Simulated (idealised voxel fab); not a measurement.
Module name: voxel transistor to metal (process module)
Cross-section cut spans 175 nm and uses square cells 5 nm in size.
Square cells in a grid make up a cross-section in this document, and the grid is given as bands, listed from the top down, each one or more rows of cells. Read a band's entry like this: the first values are the height of its top and the height of its bottom in nm, and what follows is the sequence of materials from left to right, each with its width in nm. Note that "empty" is empty space, and that a single material marked "throughout" reaches across the band from edge to edge. Height is counted from the level 0, under which the received wafer is composed throughout of one material. The lowest of the bands is not closed at the bottom but continues downward, in the notation "top 0, no bottom". Note: "30->40" means the width goes from the first number (top row of the band) to the second number (bottom row) in equal steps per row of cells. It should be understood that the words "nothing was modified", when stated for a given step, signify that the cross-section underwent no change in any of its cells during that step. You'll see "Closed void table" listing empty spaces that have no way open to the top, as long as they're 8 cells or more; the notation is width x height at distance, where the distance is from the left edge, and all of it is in nm. Note: text after step settings on the step line = simulator remark on that step. If you see "overlay nm" on a step's line and that step has a mask, it's telling you how far right of where it was planned the mask ended up; a negative number means it went left instead. Below you will find pairs of cross-sections. In each, one shows the wafer before one process step and the other after it, with the after view ending at the lowest band that changed. Under each pair is the step separating them, along with its settings. Do not assume the pairs form a chain: they can come from different runs of this module on the same starting wafer, and a pair continues from the pair above it only when its "Incoming structure" entry says so.

## Incoming structure
- top 0, no bottom  Si throughout
- Closed void table: none

## Post-Process Section
- top 5, bottom 0  SiO2 throughout
- Under 0: no change, same as before.
- Closed void table: none
The step carried out between the cross-section before it and the cross-section after it, both shown above, is CONFORMAL_DEP, material SiO2, thk nm 5

Incoming structure: taken from the pair above, after panel.

## Post-Process Section
- top 15, bottom 5  SiN throughout
- Under 5: no change, same as before.
- Closed void table: none
The step carried out between the cross-section before it and the cross-section after it, both shown above, is CONFORMAL_DEP, material SiN, thk nm 10

Incoming structure: taken from the pair above, after panel.

## Post-Process Section
- top 30, bottom 15  aC throughout
- Under 15: no change, same as before.
- Closed void table: none
The step carried out between the cross-section before it and the cross-section after it, both shown above, is DIRECTIONAL_DEP, material aC, thk nm 15

Incoming structure: taken from the pair above, after panel.

## Post-Process Section
- top 65, bottom 30  30 empty  115 resist  30 empty
- Under 30: no change, same as before.
- Closed void table: none
The step carried out between the cross-section before it and the cross-section after it, both shown above, is PATTERN, tone cover, mask id ACTIVE, material resist, width nm 115, thk nm 35, overlay nm 0

Incoming structure: taken from the pair above, after panel.

## Post-Process Section
- top 50, bottom 30  30 empty  115 resist  30 empty
- top 30, bottom 15  30 empty  115 aC  30 empty
- Under 15: no change, same as before.
- Closed void table: none
The step carried out between the cross-section before it and the cross-section after it, both shown above, is DIRECTIONAL_ETCH, etch materials aC, depth nm 15

Incoming structure: taken from the pair above, after panel.

## Post-Process Section
- top 30, bottom 15  30 empty  115 aC  30 empty
- Under 15: no change, same as before.
- Closed void table: none
The step carried out between the cross-section before it and the cross-section after it, both shown above, is STRIP, etch materials resist

Incoming structure: taken from the pair above, after panel.

## Post-Process Section
- top 30, bottom 15  30 empty  115 aC  30 empty
- top 15, bottom 5  30 empty  115 SiN  30 empty
- Under 5: no change, same as before.
- Closed void table: none
The step carried out between the cross-section before it and the cross-section after it, both shown above, is DIRECTIONAL_ETCH, etch materials SiN, depth nm 10

Incoming structure: taken from the pair above, after panel.

## Post-Process Section
- top 30, bottom 15  30 empty  115 aC  30 empty
- top 15, bottom 5  30 empty  115 SiN  30 empty
- top 5, bottom 0  30 empty  115 SiO2  30 empty
- Under 0: no change, same as before.
- Closed void table: none
The step carried out between the cross-section before it and the cross-section after it, both shown above, is DIRECTIONAL_ETCH, etch materials SiO2, depth nm 5

Incoming structure: taken from the pair above, after panel.

## Post-Process Section
- top 30, bottom 15  30 empty  115 aC  30 empty
- top 15, bottom 5  30 empty  115 SiN  30 empty
- top 5, bottom 0  30 empty  115 SiO2  30 empty
- top 0, bottom -35  30 empty  115 Si  30 empty
- Under -35: no change, same as before.
- Closed void table: none
The step carried out between the cross-section before it and the cross-section after it, both shown above, is DIRECTIONAL_ETCH, etch materials Si, depth nm 35

Incoming structure: taken from the pair above, after panel.

## Post-Process Section
- top 15, bottom 5  30 empty  115 SiN  30 empty
- Under 5: no change, same as before.
- Closed void table: none
The step carried out between the cross-section before it and the cross-section after it, both shown above, is STRIP, etch materials aC

Incoming structure: taken from the pair above, after panel.

## Post-Process Section
- top 15, bottom 5  30 empty  115 SiN  30 empty
- top 5, bottom 0  30 empty  115 SiO2  30 empty
- top 0, bottom -35  30 empty  5 SiO2  105 Si  5 SiO2  30 empty
- top -35, bottom -40  35 SiO2  105 Si  35 SiO2
- Under -40: no change, same as before.
- Closed void table: none
The step carried out between the cross-section before it and the cross-section after it, both shown above, is OXIDIZE, depth nm 5

Incoming structure: taken from the pair above, after panel.

## Post-Process Section
- top 25, bottom 15  SiO2 throughout
- top 15, bottom 5  30 SiO2  115 SiN  30 SiO2
- top 5, bottom 0  SiO2 throughout
- top 0, bottom -40  35 SiO2  105 Si  35 SiO2
- Under -40: no change, same as before.
- Closed void table: none
The step carried out between the cross-section before it and the cross-section after it, both shown above, is FILL_DEP, material SiO2, thk nm 10

Incoming structure: taken from the pair above, after panel.

## Post-Process Section
- top 15, bottom 5  30 SiO2  115 SiN  30 SiO2
- Under 5: no change, same as before.
- Closed void table: none
The step carried out between the cross-section before it and the cross-section after it, both shown above, is CMP, height nm 15

Incoming structure: taken from the pair above, after panel.

## Post-Process Section
- top 15, bottom 10  30 empty  115 SiN  30 empty
- Under 10: no change, same as before.
- Closed void table: none
The step carried out between the cross-section before it and the cross-section after it, both shown above, is SELECTIVE_ETCH, etch materials SiO2, depth nm 5

Incoming structure: taken from the pair above, after panel.

## Post-Process Section
- top 10, bottom 5  30 SiO2  115 empty  30 SiO2
- Under 5: no change, same as before.
- Closed void table: none
The step carried out between the cross-section before it and the cross-section after it, both shown above, is STRIP, etch materials SiN

Incoming structure: taken from the pair above, after panel.

## Post-Process Section
- top 5, bottom 0  25 SiO2  125 empty  25 SiO2
- Under 0: no change, same as before.
- Closed void table: none
The step carried out between the cross-section before it and the cross-section after it, both shown above, is SELECTIVE_ETCH, etch materials SiO2, depth nm 5

Incoming structure: taken from the pair above, after panel.

## Post-Process Section
- top 5, bottom 0  25 SiO2  125 empty  25 SiO2
- top 0, bottom -5  SiO2 throughout
- Under -5: no change, same as before.
- Closed void table: none
The step carried out between the cross-section before it and the cross-section after it, both shown above, is OXIDIZE, depth nm 5

Incoming structure: taken from the pair above, after panel.

## Post-Process Section
- top 35, bottom 30  25 polySi  125 empty  25 polySi
- top 30, bottom 5  polySi throughout
- top 5, bottom 0  25 SiO2  125 polySi  25 SiO2
- Under 0: no change, same as before.
- Closed void table: none
The step carried out between the cross-section before it and the cross-section after it, both shown above, is DIRECTIONAL_DEP, material polySi, thk nm 30

Incoming structure: taken from the pair above, after panel.

## Post-Process Section
- top 45, bottom 40  25 SiCN  125 empty  25 SiCN
- top 40, bottom 35  SiCN throughout
- top 35, bottom 30  25 polySi  125 SiCN  25 polySi
- Under 30: no change, same as before.
- Closed void table: none
The step carried out between the cross-section before it and the cross-section after it, both shown above, is DIRECTIONAL_DEP, material SiCN, thk nm 10

Incoming structure: taken from the pair above, after panel.

## Post-Process Section
- top 60, bottom 55  25 aC  125 empty  25 aC
- top 55, bottom 45  aC throughout
- top 45, bottom 40  25 SiCN  125 aC  25 SiCN
- Under 40: no change, same as before.
- Closed void table: none
The step carried out between the cross-section before it and the cross-section after it, both shown above, is DIRECTIONAL_DEP, material aC, thk nm 15

Incoming structure: taken from the pair above, after panel.

## Post-Process Section
- top 90, bottom 60  75 empty  25 resist  75 empty
- top 60, bottom 55  25 aC  50 empty  25 resist  50 empty  25 aC
- Under 55: no change, same as before.
- Closed void table: none
The step carried out between the cross-section before it and the cross-section after it, both shown above, is PATTERN, tone cover, mask id GATE, material resist, width nm 25, thk nm 30, overlay nm 0

Incoming structure: taken from the pair above, after panel.

## Post-Process Section
- top 75, bottom 55  75 empty  25 resist  75 empty
- top 55, bottom 45  75 empty  25 aC  75 empty
- top 45, bottom 40  25 SiCN  50 empty  25 aC  50 empty  25 SiCN
- Under 40: no change, same as before.
- Closed void table: none
The step carried out between the cross-section before it and the cross-section after it, both shown above, is DIRECTIONAL_ETCH, etch materials aC, depth nm 15

Incoming structure: taken from the pair above, after panel.

## Post-Process Section
- top 55, bottom 45  75 empty  25 aC  75 empty
- Under 45: no change, same as before.
- Closed void table: none
The step carried out between the cross-section before it and the cross-section after it, both shown above, is STRIP, etch materials resist

Incoming structure: taken from the pair above, after panel.

## Post-Process Section
- top 55, bottom 40  75 empty  25 aC  75 empty
- top 40, bottom 35  75 empty  25 SiCN  75 empty
- top 35, bottom 30  25 polySi  50 empty  25 SiCN  50 empty  25 polySi
- Under 30: no change, same as before.
- Closed void table: none
The step carried out between the cross-section before it and the cross-section after it, both shown above, is DIRECTIONAL_ETCH, etch materials SiCN, depth nm 20

Incoming structure: taken from the pair above, after panel.

## Post-Process Section
- top 55, bottom 40  75 empty  25 aC  75 empty
- top 40, bottom 30  75 empty  25 SiCN  75 empty
- top 30, bottom 5  75 empty  25 polySi  75 empty
- top 5, bottom 0  25 SiO2  50 empty  25 polySi  50 empty  25 SiO2
- Under 0: no change, same as before.
- Closed void table: none
The step carried out between the cross-section before it and the cross-section after it, both shown above, is DIRECTIONAL_ETCH, etch materials polySi, depth nm 40

Incoming structure: taken from the pair above, after panel.

## Post-Process Section
- top 40, bottom 30  75 empty  25 SiCN  75 empty
- Under 30: no change, same as before.
- Closed void table: none
The step carried out between the cross-section before it and the cross-section after it, both shown above, is STRIP, etch materials aC

Incoming structure: taken from the pair above, after panel.

## Post-Process Section
- top 50, bottom 40  65 empty  45 SiN  65 empty
- top 40, bottom 30  65 empty  10 SiN  25 SiCN  10 SiN  65 empty
- top 30, bottom 15  65 empty  10 SiN  25 polySi  10 SiN  65 empty
- top 15, bottom 10  35 SiN  30 empty  10 SiN  25 polySi  10 SiN  30 empty  35 SiN
- top 10, bottom 5  75 SiN  25 polySi  75 SiN
- top 5, bottom 0  25 SiO2  50 SiN  25 polySi  50 SiN  25 SiO2
- Under 0: no change, same as before.
- Closed void table: none
The step carried out between the cross-section before it and the cross-section after it, both shown above, is CONFORMAL_DEP, material SiN, thk nm 10

Incoming structure: taken from the pair above, after panel.

## Post-Process Section
- top 40, bottom 30  65 empty  10 SiN  25 SiCN  10 SiN  65 empty
- top 30, bottom 5  65 empty  10 SiN  25 polySi  10 SiN  65 empty
- top 5, bottom 0  25 SiO2  10 SiN  30 empty  10 SiN  25 polySi  10 SiN  30 empty  10 SiN  25 SiO2
- Under 0: no change, same as before.
- Closed void table: none
The step carried out between the cross-section before it and the cross-section after it, both shown above, is DIRECTIONAL_ETCH, etch materials SiN, depth nm 10

Incoming structure: taken from the pair above, after panel.

## Post-Process Section
- top 40, bottom 30  65 empty  10 SiN  25 SiCN  10 SiN  65 empty
- top 30, bottom 5  65 empty  10 SiN  25 polySi  10 SiN  65 empty
- top 5, bottom 0  25 empty  10 SiN  30 empty  10 SiN  25 polySi  10 SiN  30 empty  10 SiN  25 empty
- top 0, bottom -5  35 SiO2  30 empty  45 SiO2  30 empty  35 SiO2
- Under -5: no change, same as before.
- Closed void table: none
The step carried out between the cross-section before it and the cross-section after it, both shown above, is DIRECTIONAL_ETCH, etch materials SiO2, depth nm 5

Incoming structure: taken from the pair above, after panel.

## Post-Process Section
- top 40, bottom 30  65 empty  10 SiN  25 SiCN  10 SiN  65 empty
- top 30, bottom 5  65 empty  10 SiN  25 polySi  10 SiN  65 empty
- top 5, bottom 0  25 empty  10 SiN  30 empty  10 SiN  25 polySi  10 SiN  30 empty  10 SiN  25 empty
- top 0, bottom -5  35 SiO2  30 empty  45 SiO2  30 empty  35 SiO2
- top -5, bottom -10  35 SiO2  30 empty  45 Si  30 empty  35 SiO2
- Under -10: no change, same as before.
- Closed void table: none
The step carried out between the cross-section before it and the cross-section after it, both shown above, is DIRECTIONAL_ETCH, etch materials Si, depth nm 5

Incoming structure: taken from the pair above, after panel.

## Post-Process Section
- top 40, bottom 30  65 empty  10 SiN  25 SiCN  10 SiN  65 empty
- top 30, bottom 5  65 empty  10 SiN  25 polySi  10 SiN  65 empty
- top 5, bottom 0  25 empty  10 SiN  30 empty  10 SiN  25 polySi  10 SiN  30 empty  10 SiN  25 empty
- top 0, bottom -5  35 SiO2  25 empty  5 pSi  45 SiO2  5 pSi  25 empty  35 SiO2
- top -5, bottom -10  35 SiO2  30 pSi  45 Si  30 pSi  35 SiO2
- Under -10: no change, same as before.
- Closed void table: none
The step carried out between the cross-section before it and the cross-section after it, both shown above, is EPI, material pSi, thk nm 5

Incoming structure: taken from the pair above, after panel.

## Post-Process Section
- top 45, bottom 40  SiO2 throughout
- top 40, bottom 30  65 SiO2  10 SiN  25 SiCN  10 SiN  65 SiO2
- top 30, bottom 5  65 SiO2  10 SiN  25 polySi  10 SiN  65 SiO2
- top 5, bottom 0  25 SiO2  10 SiN  30 SiO2  10 SiN  25 polySi  10 SiN  30 SiO2  10 SiN  25 SiO2
- top 0, bottom -5  60 SiO2  5 pSi  45 SiO2  5 pSi  60 SiO2
- Under -5: no change, same as before.
- Closed void table: none
The step carried out between the cross-section before it and the cross-section after it, both shown above, is FILL_DEP, material SiO2, thk nm 5

Incoming structure: taken from the pair above, after panel.

## Post-Process Section
- top 30, bottom 5  65 SiO2  10 SiN  25 polySi  10 SiN  65 SiO2
- Under 5: no change, same as before.
- Closed void table: none
The step carried out between the cross-section before it and the cross-section after it, both shown above, is CMP, height nm 30

Incoming structure: taken from the pair above, after panel.

## Post-Process Section
- top 30, bottom 5  65 SiO2  10 SiN  25 empty  10 SiN  65 SiO2
- top 5, bottom 0  25 SiO2  10 SiN  30 SiO2  10 SiN  25 empty  10 SiN  30 SiO2  10 SiN  25 SiO2
- Under 0: no change, same as before.
- Closed void table: none
The step carried out between the cross-section before it and the cross-section after it, both shown above, is STRIP, etch materials polySi

Incoming structure: taken from the pair above, after panel.

## Post-Process Section
- top 30, bottom 25  65 empty  10 SiN  25 empty  10 SiN  65 empty
- top 25, bottom 5  65 SiO2  10 SiN  25 empty  10 SiN  65 SiO2
- top 5, bottom 0  25 SiO2  10 SiN  30 SiO2  10 SiN  25 empty  10 SiN  30 SiO2  10 SiN  25 SiO2
- top 0, bottom -5  60 SiO2  5 pSi  5 SiO2  35 empty  5 SiO2  5 pSi  60 SiO2
- Under -5: no change, same as before.
- Closed void table: none
The step carried out between the cross-section before it and the cross-section after it, both shown above, is SELECTIVE_ETCH, etch materials SiO2, depth nm 5

Incoming structure: taken from the pair above, after panel.

## Post-Process Section
- top 35, bottom 30  60 empty  20 HfO2  15 empty  20 HfO2  60 empty
- top 30, bottom 25  65 HfO2  10 SiN  5 HfO2  15 empty  5 HfO2  10 SiN  65 HfO2
- top 25, bottom 5  65 SiO2  10 SiN  5 HfO2  15 empty  5 HfO2  10 SiN  65 SiO2
- top 5, bottom 0  25 SiO2  10 SiN  30 SiO2  10 SiN  5 HfO2  15 empty  5 HfO2  10 SiN  30 SiO2  10 SiN  25 SiO2
- top 0, bottom -5  60 SiO2  5 pSi  5 SiO2  35 HfO2  5 SiO2  5 pSi  60 SiO2
- Under -5: no change, same as before.
- Closed void table: none
The step carried out between the cross-section before it and the cross-section after it, both shown above, is CONFORMAL_DEP, material HfO2, thk nm 5

Incoming structure: taken from the pair above, after panel.

## Post-Process Section
- top 40, bottom 35  55 empty  30 TiN  5 empty  30 TiN  55 empty
- top 35, bottom 30  60 TiN  20 HfO2  5 TiN  5 empty  5 TiN  20 HfO2  60 TiN
- top 30, bottom 25  65 HfO2  10 SiN  5 HfO2  5 TiN  5 empty  5 TiN  5 HfO2  10 SiN  65 HfO2
- top 25, bottom 5  65 SiO2  10 SiN  5 HfO2  5 TiN  5 empty  5 TiN  5 HfO2  10 SiN  65 SiO2
- top 5, bottom 0  25 SiO2  10 SiN  30 SiO2  10 SiN  5 HfO2  15 TiN  5 HfO2  10 SiN  30 SiO2  10 SiN  25 SiO2
- Under 0: no change, same as before.
- Closed void table: none
The step carried out between the cross-section before it and the cross-section after it, both shown above, is CONFORMAL_DEP, material TiN, thk nm 5

Incoming structure: taken from the pair above, after panel.

## Post-Process Section
- top 50, bottom 40  W throughout
- top 40, bottom 35  55 W  30 TiN  5 W  30 TiN  55 W
- top 35, bottom 30  60 TiN  20 HfO2  5 TiN  5 W  5 TiN  20 HfO2  60 TiN
- top 30, bottom 25  65 HfO2  10 SiN  5 HfO2  5 TiN  5 W  5 TiN  5 HfO2  10 SiN  65 HfO2
- top 25, bottom 5  65 SiO2  10 SiN  5 HfO2  5 TiN  5 W  5 TiN  5 HfO2  10 SiN  65 SiO2
- Under 5: no change, same as before.
- Closed void table: none
The step carried out between the cross-section before it and the cross-section after it, both shown above, is FILL_DEP, material W, thk nm 10

Incoming structure: taken from the pair above, after panel.

## Post-Process Section
- top 25, bottom 5  65 SiO2  10 SiN  5 HfO2  5 TiN  5 W  5 TiN  5 HfO2  10 SiN  65 SiO2
- Under 5: no change, same as before.
- Closed void table: none
The step carried out between the cross-section before it and the cross-section after it, both shown above, is CMP, height nm 25

Incoming structure: taken from the pair above, after panel.

## Post-Process Section
- top 40, bottom 25  SiO2 throughout
- Under 25: no change, same as before.
- Closed void table: none
The step carried out between the cross-section before it and the cross-section after it, both shown above, is DIRECTIONAL_DEP, material SiO2, thk nm 15

Incoming structure: taken from the pair above, after panel.

## Post-Process Section
- top 55, bottom 40  aC throughout
- Under 40: no change, same as before.
- Closed void table: none
The step carried out between the cross-section before it and the cross-section after it, both shown above, is DIRECTIONAL_DEP, material aC, thk nm 15

Incoming structure: taken from the pair above, after panel.

## Post-Process Section
- top 90, bottom 55  40 resist  15 empty  65 resist  15 empty  40 resist
- Under 55: no change, same as before.
- Closed void table: none
The step carried out between the cross-section before it and the cross-section after it, both shown above, is PATTERN, tone open, mask id CONTACT, material resist, width nm 15, pitch nm 80, thk nm 35, overlay nm 0

Incoming structure: taken from the pair above, after panel.

## Post-Process Section
- top 75, bottom 55  40 resist  15 empty  65 resist  15 empty  40 resist
- top 55, bottom 40  40 aC  15 empty  65 aC  15 empty  40 aC
- Under 40: no change, same as before.
- Closed void table: none
The step carried out between the cross-section before it and the cross-section after it, both shown above, is DIRECTIONAL_ETCH, etch materials aC, depth nm 15

Incoming structure: taken from the pair above, after panel.

## Post-Process Section
- top 55, bottom 40  40 aC  15 empty  65 aC  15 empty  40 aC
- Under 40: no change, same as before.
- Closed void table: none
The step carried out between the cross-section before it and the cross-section after it, both shown above, is STRIP, etch materials resist

Incoming structure: taken from the pair above, after panel.

## Post-Process Section
- top 55, bottom 40  40 aC  15 empty  65 aC  15 empty  40 aC
- top 40, bottom 25  40 SiO2  15 empty  65 SiO2  15 empty  40 SiO2
- top 25, bottom 5  40 SiO2  15 empty  10 SiO2  10 SiN  5 HfO2  5 TiN  5 W  5 TiN  5 HfO2  10 SiN  10 SiO2  15 empty  40 SiO2
- top 5, bottom 0  25 SiO2  10 SiN  5 SiO2  15 empty  10 SiO2  10 SiN  5 HfO2  15 TiN  5 HfO2  10 SiN  10 SiO2  15 empty  5 SiO2  10 SiN  25 SiO2
- top 0, bottom -5  40 SiO2  15 empty  5 SiO2  5 pSi  5 SiO2  35 HfO2  5 SiO2  5 pSi  5 SiO2  15 empty  40 SiO2
- Under -5: no change, same as before.
- Closed void table: none
The step carried out between the cross-section before it and the cross-section after it, both shown above, is DIRECTIONAL_ETCH, etch materials SiO2, depth nm 45

Incoming structure: taken from the pair above, after panel.

## Post-Process Section
- top 40, bottom 25  40 SiO2  15 empty  65 SiO2  15 empty  40 SiO2
- Under 25: no change, same as before.
- Closed void table: none
The step carried out between the cross-section before it and the cross-section after it, both shown above, is STRIP, etch materials aC

Incoming structure: taken from the pair above, after panel.

## Post-Process Section
- top 45, bottom 40  45 TiN  5 empty  75 TiN  5 empty  45 TiN
- top 40, bottom 25  40 SiO2  5 TiN  5 empty  5 TiN  65 SiO2  5 TiN  5 empty  5 TiN  40 SiO2
- top 25, bottom 5  40 SiO2  5 TiN  5 empty  5 TiN  10 SiO2  10 SiN  5 HfO2  5 TiN  5 W  5 TiN  5 HfO2  10 SiN  10 SiO2  5 TiN  5 empty  5 TiN  40 SiO2
- top 5, bottom 0  25 SiO2  10 SiN  5 SiO2  5 TiN  5 empty  5 TiN  10 SiO2  10 SiN  5 HfO2  15 TiN  5 HfO2  10 SiN  10 SiO2  5 TiN  5 empty  5 TiN  5 SiO2  10 SiN  25 SiO2
- top 0, bottom -5  40 SiO2  15 TiN  5 SiO2  5 pSi  5 SiO2  35 HfO2  5 SiO2  5 pSi  5 SiO2  15 TiN  40 SiO2
- Under -5: no change, same as before.
- Closed void table: none
The step carried out between the cross-section before it and the cross-section after it, both shown above, is CONFORMAL_DEP, material TiN, thk nm 5

Incoming structure: taken from the pair above, after panel.

## Post-Process Section
- top 55, bottom 45  Ru throughout
- top 45, bottom 40  45 TiN  5 Ru  75 TiN  5 Ru  45 TiN
- top 40, bottom 25  40 SiO2  5 TiN  5 Ru  5 TiN  65 SiO2  5 TiN  5 Ru  5 TiN  40 SiO2
- top 25, bottom 5  40 SiO2  5 TiN  5 Ru  5 TiN  10 SiO2  10 SiN  5 HfO2  5 TiN  5 W  5 TiN  5 HfO2  10 SiN  10 SiO2  5 TiN  5 Ru  5 TiN  40 SiO2
- top 5, bottom 0  25 SiO2  10 SiN  5 SiO2  5 TiN  5 Ru  5 TiN  10 SiO2  10 SiN  5 HfO2  15 TiN  5 HfO2  10 SiN  10 SiO2  5 TiN  5 Ru  5 TiN  5 SiO2  10 SiN  25 SiO2
- Under 0: no change, same as before.
- Closed void table: none
The step carried out between the cross-section before it and the cross-section after it, both shown above, is FILL_DEP, material Ru, thk nm 10

Incoming structure: taken from the pair above, after panel.

## Post-Process Section
- top 40, bottom 25  40 SiO2  5 TiN  5 Ru  5 TiN  65 SiO2  5 TiN  5 Ru  5 TiN  40 SiO2
- Under 25: no change, same as before.
- Closed void table: none
The step carried out between the cross-section before it and the cross-section after it, both shown above, is CMP, height nm 40

Incoming structure: taken from the pair above, after panel.

## Post-Process Section
- top 45, bottom 40  TiN throughout
- Under 40: no change, same as before.
- Closed void table: none
The step carried out between the cross-section before it and the cross-section after it, both shown above, is DIRECTIONAL_DEP, material TiN, thk nm 5

Incoming structure: taken from the pair above, after panel.

## Post-Process Section
- top 60, bottom 45  W throughout
- Under 45: no change, same as before.
- Closed void table: none
The step carried out between the cross-section before it and the cross-section after it, both shown above, is DIRECTIONAL_DEP, material W, thk nm 15

Incoming structure: taken from the pair above, after panel.

## Post-Process Section
- top 60, bottom 45  40 empty  15 W  65 empty  15 W  40 empty
- Under 45: no change, same as before.
- Closed void table: none
The step carried out between the cross-section before it and the cross-section after it, both shown above, is MASKED_ETCH, tone cover, mask id METAL_1, width nm 15, pitch nm 80, etch materials W, depth nm 15, overlay nm 0

Incoming structure: taken from the pair above, after panel.

## Post-Process Section
- top 60, bottom 45  40 empty  15 W  65 empty  15 W  40 empty
- top 45, bottom 40  40 empty  15 TiN  65 empty  15 TiN  40 empty
- Under 40: no change, same as before.
- Closed void table: none
The step carried out between the cross-section before it and the cross-section after it, both shown above, is MASKED_ETCH, tone cover, mask id METAL_1, width nm 15, pitch nm 80, etch materials TiN, depth nm 5, overlay nm 0

Incoming structure: taken from the pair above, after panel.

## Post-Process Section
- top 65, bottom 60  35 empty  25 SiN  55 empty  25 SiN  35 empty
- top 60, bottom 45  35 empty  5 SiN  15 W  5 SiN  55 empty  5 SiN  15 W  5 SiN  35 empty
- top 45, bottom 40  40 SiN  15 TiN  65 SiN  15 TiN  40 SiN
- Under 40: no change, same as before.
- Closed void table: none
The step carried out between the cross-section before it and the cross-section after it, both shown above, is CONFORMAL_DEP, material SiN, thk nm 5

Incoming structure: taken from the pair above, after panel.

## Post-Process Section
- top 75, bottom 65  SiO2 throughout
- top 65, bottom 60  35 SiO2  25 SiN  55 SiO2  25 SiN  35 SiO2
- top 60, bottom 45  35 SiO2  5 SiN  15 W  5 SiN  55 SiO2  5 SiN  15 W  5 SiN  35 SiO2
- Under 45: no change, same as before.
- Closed void table: none
The step carried out between the cross-section before it and the cross-section after it, both shown above, is FILL_DEP, material SiO2, thk nm 10

Incoming structure: taken from the pair above, after panel.

## Post-Process Section
- top 60, bottom 45  35 SiO2  5 SiN  15 W  5 SiN  55 SiO2  5 SiN  15 W  5 SiN  35 SiO2
- Under 45: no change, same as before.
- Closed void table: none
The step carried out between the cross-section before it and the cross-section after it, both shown above, is CMP, height nm 60

Incoming structure: taken from the pair above, after panel.

## Post-Process Section
- top 65, bottom 60  SiCN throughout
- Under 60: no change, same as before.
- Closed void table: none
The step carried out between the cross-section before it and the cross-section after it, both shown above, is CONFORMAL_DEP, material SiCN, thk nm 5

## Incoming structure
- top 55, bottom 45  Ru throughout
- top 45, bottom 40  45 TiN  5 Ru  75 TiN  5 Ru  45 TiN
- top 40, bottom 25  40 SiO2  5 TiN  5 Ru  5 TiN  65 SiO2  5 TiN  5 Ru  5 TiN  40 SiO2
- top 25, bottom 5  40 SiO2  5 TiN  5 Ru  5 TiN  10 SiO2  10 SiN  5 HfO2  5 TiN  5 W  5 TiN  5 HfO2  10 SiN  10 SiO2  5 TiN  5 Ru  5 TiN  40 SiO2
- top 5, bottom 0  25 SiO2  10 SiN  5 SiO2  5 TiN  5 Ru  5 TiN  10 SiO2  10 SiN  5 HfO2  15 TiN  5 HfO2  10 SiN  10 SiO2  5 TiN  5 Ru  5 TiN  5 SiO2  10 SiN  25 SiO2
- top 0, bottom -5  40 SiO2  15 TiN  5 SiO2  5 pSi  5 SiO2  35 HfO2  5 SiO2  5 pSi  5 SiO2  15 TiN  40 SiO2
- top -5, bottom -10  35 SiO2  30 pSi  45 Si  30 pSi  35 SiO2
- top -10, bottom -40  35 SiO2  105 Si  35 SiO2
- top -40, no bottom  Si throughout
- Closed void table: none

## Post-Process Section
- top 60, bottom 55  TiN throughout
- Under 55: no change, same as before.
- Closed void table: none
The step carried out between the cross-section before it and the cross-section after it, both shown above, is DIRECTIONAL_DEP, material TiN, thk nm 5

Incoming structure: taken from the pair above, after panel.

## Post-Process Section
- top 75, bottom 60  W throughout
- Under 60: no change, same as before.
- Closed void table: none
The step carried out between the cross-section before it and the cross-section after it, both shown above, is DIRECTIONAL_DEP, material W, thk nm 15

Incoming structure: taken from the pair above, after panel.

## Post-Process Section
- top 75, bottom 60  40 empty  15 W  65 empty  15 W  40 empty
- Under 60: no change, same as before.
- Closed void table: none
The step carried out between the cross-section before it and the cross-section after it, both shown above, is MASKED_ETCH, tone cover, mask id METAL_1, width nm 15, pitch nm 80, etch materials W, depth nm 15, overlay nm 0

Incoming structure: taken from the pair above, after panel.

## Post-Process Section
- top 75, bottom 60  40 empty  15 W  65 empty  15 W  40 empty
- top 60, bottom 55  40 empty  15 TiN  65 empty  15 TiN  40 empty
- Under 55: no change, same as before.
- Closed void table: none
The step carried out between the cross-section before it and the cross-section after it, both shown above, is MASKED_ETCH, tone cover, mask id METAL_1, width nm 15, pitch nm 80, etch materials TiN, depth nm 5, overlay nm 0

Incoming structure: taken from the pair above, after panel.

## Post-Process Section
- top 80, bottom 75  35 empty  25 SiN  55 empty  25 SiN  35 empty
- top 75, bottom 60  35 empty  5 SiN  15 W  5 SiN  55 empty  5 SiN  15 W  5 SiN  35 empty
- top 60, bottom 55  40 SiN  15 TiN  65 SiN  15 TiN  40 SiN
- Under 55: no change, same as before.
- Closed void table: none
The step carried out between the cross-section before it and the cross-section after it, both shown above, is CONFORMAL_DEP, material SiN, thk nm 5

Incoming structure: taken from the pair above, after panel.

## Post-Process Section
- top 90, bottom 80  SiO2 throughout
- top 80, bottom 75  35 SiO2  25 SiN  55 SiO2  25 SiN  35 SiO2
- top 75, bottom 60  35 SiO2  5 SiN  15 W  5 SiN  55 SiO2  5 SiN  15 W  5 SiN  35 SiO2
- Under 60: no change, same as before.
- Closed void table: none
The step carried out between the cross-section before it and the cross-section after it, both shown above, is FILL_DEP, material SiO2, thk nm 10

Incoming structure: taken from the pair above, after panel.

## Post-Process Section
- top 60, bottom 55  40 SiN  15 TiN  65 SiN  15 TiN  40 SiN
- Under 55: no change, same as before.
- Closed void table: none
The step carried out between the cross-section before it and the cross-section after it, both shown above, is CMP, height nm 60

Incoming structure: taken from the pair above, after panel.

## Post-Process Section
- top 65, bottom 60  SiCN throughout
- Under 60: no change, same as before.
- Closed void table: none
The step carried out between the cross-section before it and the cross-section after it, both shown above, is CONFORMAL_DEP, material SiCN, thk nm 5

## Incoming structure
- top 40, bottom 25  SiO2 throughout
- top 25, bottom 5  65 SiO2  10 SiN  5 HfO2  5 TiN  5 W  5 TiN  5 HfO2  10 SiN  65 SiO2
- top 5, bottom 0  25 SiO2  10 SiN  30 SiO2  10 SiN  5 HfO2  15 TiN  5 HfO2  10 SiN  30 SiO2  10 SiN  25 SiO2
- top 0, bottom -5  60 SiO2  5 pSi  5 SiO2  35 HfO2  5 SiO2  5 pSi  60 SiO2
- top -5, bottom -10  35 SiO2  30 pSi  45 Si  30 pSi  35 SiO2
- top -10, bottom -40  35 SiO2  105 Si  35 SiO2
- top -40, no bottom  Si throughout
- Closed void table: none

## Post-Process Section
- top 55, bottom 25  SiO2 throughout
- Under 25: no change, same as before.
- Closed void table: none
The step carried out between the cross-section before it and the cross-section after it, both shown above, is DIRECTIONAL_DEP, material SiO2, thk nm 15

Incoming structure: taken from the pair above, after panel.

## Post-Process Section
- top 70, bottom 55  aC throughout
- Under 55: no change, same as before.
- Closed void table: none
The step carried out between the cross-section before it and the cross-section after it, both shown above, is DIRECTIONAL_DEP, material aC, thk nm 15

Incoming structure: taken from the pair above, after panel.

## Post-Process Section
- top 105, bottom 70  40 resist  15 empty  65 resist  15 empty  40 resist
- Under 70: no change, same as before.
- Closed void table: none
The step carried out between the cross-section before it and the cross-section after it, both shown above, is PATTERN, tone open, mask id CONTACT, material resist, width nm 15, pitch nm 80, thk nm 35, overlay nm 0
